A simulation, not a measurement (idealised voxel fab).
Process module, titled voxel ribs on slabs
The figure presents cross-section cut, which has a width of 225 nm and is divided into square cells with an edge length of 5 nm.
Reading order for cross-sections: top band down to bottom band. Underlying form: a grid of square cells. Band size: one or more rows of cells.
This entry defines a band. It first specifies the height of the band's top and the height of its bottom in nm, and then specifies the band's materials from left to right, stating each material with its width in nm. The word "full width" identifies a single material that fills the band from edge to edge, while the word "air" identifies empty space.
It should be noted that heights are counted from 0, beneath which the wafer as supplied is of one material throughout, and that the lowest band possesses no lower boundary but continues downward, as written in "0 and below".
With a width like "30 to 40", each row of cells in the band differs from the next by the same amount, the top row carrying the first number and the bottom row the second.
You'll sometimes find "no alteration" written for a step, and that's the way of saying that nowhere in the cross-section did a cell change during that step.
"Cavities, sealed" enumerates empty spaces isolated from the top, with no open way to it, that contain at least 8 cells, giving each as width x height at distance from the left edge, all three in nm.
Step line, after settings: the simulator's comment on this step.
overlay nm: mask right of planned place by this much (step with mask). Neg. = left.
-- List of planned process steps
1: RECEIVE, material Si
2: DIRECTIONAL_DEP, material SiO2, thk nm 25
3: DIRECTIONAL_DEP, material polySi, thk nm 20
4: PATTERN, tone cover, mask id RIB, material resist, width nm 15, thk nm 20, overlay nm 0
5: DIRECTIONAL_ETCH, etch materials polySi, depth nm 15
6: STRIP, etch materials resist
7: MASKED_ETCH, tone cover, mask id SLAB, width nm 65, etch materials polySi, depth nm 5, overlay nm 0
8: FILL_DEP, material SiO2, thk nm 20
9: CMP, height nm 55
10: DIRECTIONAL_DEP, material W, thk nm 10
11: PATTERN, tone cover, mask id HEATER, material resist, width nm 15, thk nm 15, overlay nm 0
12: DIRECTIONAL_ETCH, etch materials W, depth nm 10
13: STRIP, etch materials resist
14: CONFORMAL_DEP, material SiN, thk nm 10
The wafers are alike at the start. At step 11, their width nm differs. The plan lists the first wafer's value.
-- Step 1 complete: as-received cross-section of the first of several wafers
	0 and below | Si full width
	Cavities, sealed: none
-- Per wafer (row), end of module: delta in cells per material since receipt, (+) for gained, (-) for lost; closed voids after that
width nm 15 | +98 SiN | +473 SiO2 | +6 W | +22 polySi | Cavities, sealed: none
width nm 20 | +98 SiN | +473 SiO2 | +8 W | +22 polySi | Cavities, sealed: none
width nm 25 | +98 SiN | +473 SiO2 | +10 W | +22 polySi | Cavities, sealed: none
width nm 30 | +98 SiN | +473 SiO2 | +12 W | +22 polySi | Cavities, sealed: none
width nm 35 | +98 SiN | +473 SiO2 | +14 W | +22 polySi | Cavities, sealed: none
width nm 40 | +98 SiN | +473 SiO2 | +16 W | +22 polySi | Cavities, sealed: none
